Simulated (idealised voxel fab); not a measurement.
Name of the process module below: voxel self aligned contacts
Cross-section cut: width 235 nm, square cells of 5 nm.
How to read a cross-section here: the picture is a grid of square cells, written as bands going from the top down, and any band can span one or more rows of cells.
A band entry consists of two parts. The first gives the height of the band's top and the height of its bottom, in nm. The rest lists the band's materials from left to right, each with its width in nm. A single material labelled with the word "edge to edge" fills the band from edge to edge, and the word "blank" marks empty space.
Convention: height 0 is the level below which the wafer, as received, is all one material. The lowest band does not terminate at the bottom but continues downward, represented as "0 down".
A two-number width, for instance "30..40", indicates that the width is equal to the first number in the top row of the band and to the second number in the bottom row, and that it changes by a constant amount per row of cells.
Step marked "no alterations made"? Then no cell in the cross-section changed in it.
You'll see "Enclosed cavities" listing empty spaces that have no way open to the top, as long as they're 8 cells or more; the notation is width x height at distance, where the distance is from the left edge, and all of it is in nm.
Post-settings text on a step line: simulator's own remark regarding the step.
overlay nm: mask offset rightward from planned place, masked step; negative means leftward offset.
Intended process steps
1) RECEIVE [material Si]
2) OXIDIZE [depth nm 5]
3) DIRECTIONAL_DEP [material polySi] [thk nm 25]
4) DIRECTIONAL_DEP [material SiN] [thk nm 15]
5) MASKED_ETCH [tone cover] [mask id GATE] [width nm 25] [pitch nm 50] [etch materials SiN] [depth nm 15] [overlay nm 0]
6) MASKED_ETCH [tone cover] [mask id GATE] [width nm 25] [pitch nm 50] [etch materials polySi] [depth nm 25] [overlay nm 0]
7) CONFORMAL_DEP [material SiN] [thk nm 5]
8) DIRECTIONAL_ETCH [etch materials SiN] [depth nm 5]
9) FILL_DEP [material SiO2] [thk nm 20]
10) CMP [height nm 50]
11) PATTERN [tone open] [mask id CONTACT] [material resist] [width nm 35] [thk nm 15] [overlay nm 0]
12) DIRECTIONAL_ETCH [etch materials SiO2] [depth nm 55]
13) STRIP [etch materials resist]
14) CONFORMAL_DEP [material TiN] [thk nm 5]
15) FILL_DEP [material W] [thk nm 5]
16) CMP [height nm 50]
17) CONFORMAL_DEP [material SiCN] [thk nm 5]
As received, after step 1
    0 down: Si edge to edge
    Enclosed cavities: none
What the wafer looks like in cross-section after this module, when it starts as shown above and follows the plan above but one mistake is made in running it
    55 to 50: SiCN edge to edge
    50 to 40: SiO2 95, then TiN 5..20, then W 35..5, then TiN 5..20, then SiO2 95
    40 to 25: SiO2 75, then SiN 35, then TiN 5, then W 5, then TiN 5, then SiN 35, then SiO2 75
    25 to 0: SiO2 75, then SiN 5, then polySi 25, then SiN 5, then TiN 5, then W 5, then TiN 5, then SiN 5, then polySi 25, then SiN 5, then SiO2 75
    0 to -5: SiO2 110, then TiN 15, then SiO2 110
    -5 down: Si edge to edge
    Enclosed cavities: none
Where did the run depart from the plan? step 11: run off-plan, actual operation and settings PATTERN [tone open] [mask id CONTACT] [material resist] [width nm 45] [thk nm 15] [overlay nm 0]
